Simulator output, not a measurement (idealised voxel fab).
This is a process module. Its name is voxel self aligned vias.
Cross-sectional view cut (width: 210 nm; square cell size: 5 nm).
We lay out every cross-section as a grid of square cells and spell it out in bands from the top down, where one band means one or more rows of cells. Quick guide to a band line: top height, bottom height (nm) up front; then every material left to right with its width in nm. Only one material and it's marked "edge to edge"? Then it fills the band edge to edge. And "air" just means empty space. The reference from which all heights are counted is 0, the level beneath which the as-received wafer is entirely one material; the lowest band, having no lower bound, proceeds downward and is written after the example "top 0, no bottom". The two numbers in a width such as "30 to 40" mark its ends across the band: the first belongs to the top row of cells, the second to the bottom row, and from each row to the next the width moves by the same amount. The cross-section has no changed cell in any step marked "all unchanged". "Closed void table" contains a list of empty spaces, each no smaller than 8 cells and without an open way to the top, written in the form width x height at distance with the distance from the left edge and all three in nm. Where a step's line continues beyond its settings, the continuation is a remark by the simulator itself on that step. The line of a step may include "overlay nm". On a step with a mask, this value is how far to the right of its planned place the mask lay. A negative value means the mask lay to the left.

The planned process steps are enumerated hereunder:
1 RECEIVE, material Si
2 CONFORMAL_DEP, material SiO2, thk nm 15
3 CONFORMAL_DEP, material SiCN, thk nm 5
4 DIRECTIONAL_DEP, material SiO2, thk nm 20
5 PATTERN, tone open, mask id LINES, material resist, width nm 30, pitch nm 80, thk nm 15, overlay nm 0
6 DIRECTIONAL_ETCH, etch materials SiO2, depth nm 20
7 STRIP, etch materials resist
8 CONFORMAL_DEP, material TiN, thk nm 5
9 FILL_DEP, material Ru, thk nm 5
10 CMP, height nm 40
11 SELECTIVE_ETCH, etch materials W Ru TiN, depth nm 5
12 FILL_DEP, material SiN, thk nm 10
13 CMP, height nm 40
14 DIRECTIONAL_DEP, material SiO2, thk nm 15
15 MASKED_ETCH, tone open, mask id VIAS, width nm 50, pitch nm 80, etch materials SiO2, depth nm 15, overlay nm 0
16 MASKED_ETCH, tone open, mask id VIAS, width nm 50, pitch nm 80, etch materials SiN, depth nm 5, overlay nm 0
17 CONFORMAL_DEP, material TiN, thk nm 5
18 FILL_DEP, material Cu, thk nm 5
19 CMP, height nm 55
20 CONFORMAL_DEP, material SiCN, thk nm 5

Step 1 complete: cross-section of the wafer as received:
	top 0, no bottom: Si edge to edge
	Closed void table: none

Wafer cross-section at module end: first of two, run to plan:
	top 60, bottom 55: SiCN edge to edge
	top 55, bottom 45: SiO2 (40); TiN (5); Cu (40); TiN (5); SiO2 (30); TiN (5); Cu (40); TiN (5); SiO2 (40)
	top 45, bottom 40: SiO2 (40); TiN (15); Cu (20); TiN (15); SiO2 (30); TiN (15); Cu (20); TiN (15); SiO2 (40)
	top 40, bottom 35: SiO2 (50); TiN (30); SiO2 (50); TiN (30); SiO2 (50)
	top 35, bottom 25: SiO2 (50); TiN (5); Ru (20); TiN (5); SiO2 (50); TiN (5); Ru (20); TiN (5); SiO2 (50)
	top 25, bottom 20: SiO2 (50); TiN (30); SiO2 (50); TiN (30); SiO2 (50)
	top 20, bottom 15: SiCN edge to edge
	top 15, bottom 0: SiO2 edge to edge
	top 0, no bottom: Si edge to edge
	Closed void table: none

Module end: cross-section of wafer two of two. Same start and process plan as the first wafer. One mistake during execution:
	top 60, bottom 55: SiCN edge to edge
	top 55, bottom 45: Cu (35); TiN (5); SiO2 (50); TiN (5); Cu (20); TiN (5); SiO2 (50); TiN (5); Cu (35)
	top 45, bottom 40: TiN (40); SiO2 (50); TiN (30); SiO2 (50); TiN (40)
	top 40, bottom 35: SiO2 (50); SiN (30); SiO2 (50); SiN (30); SiO2 (50)
	top 35, bottom 25: SiO2 (50); TiN (5); Ru (20); TiN (5); SiO2 (50); TiN (5); Ru (20); TiN (5); SiO2 (50)
	top 25, bottom 20: SiO2 (50); TiN (30); SiO2 (50); TiN (30); SiO2 (50)
	top 20, bottom 15: SiCN edge to edge
	top 15, bottom 0: SiO2 edge to edge
	top 0, no bottom: Si edge to edge
	Closed void table: none
Misprocessing identified: contrary to plan, step 15 was performed as MASKED_ETCH, tone cover, mask id VIAS, width nm 50, pitch nm 80, etch materials SiO2, depth nm 15, overlay nm 0
FYI, end of process, the second wafer has more or fewer cells of some materials than the first: 4 fewer of Cu, 12 more of SiN, 6 fewer of SiO2, 2 fewer of TiN
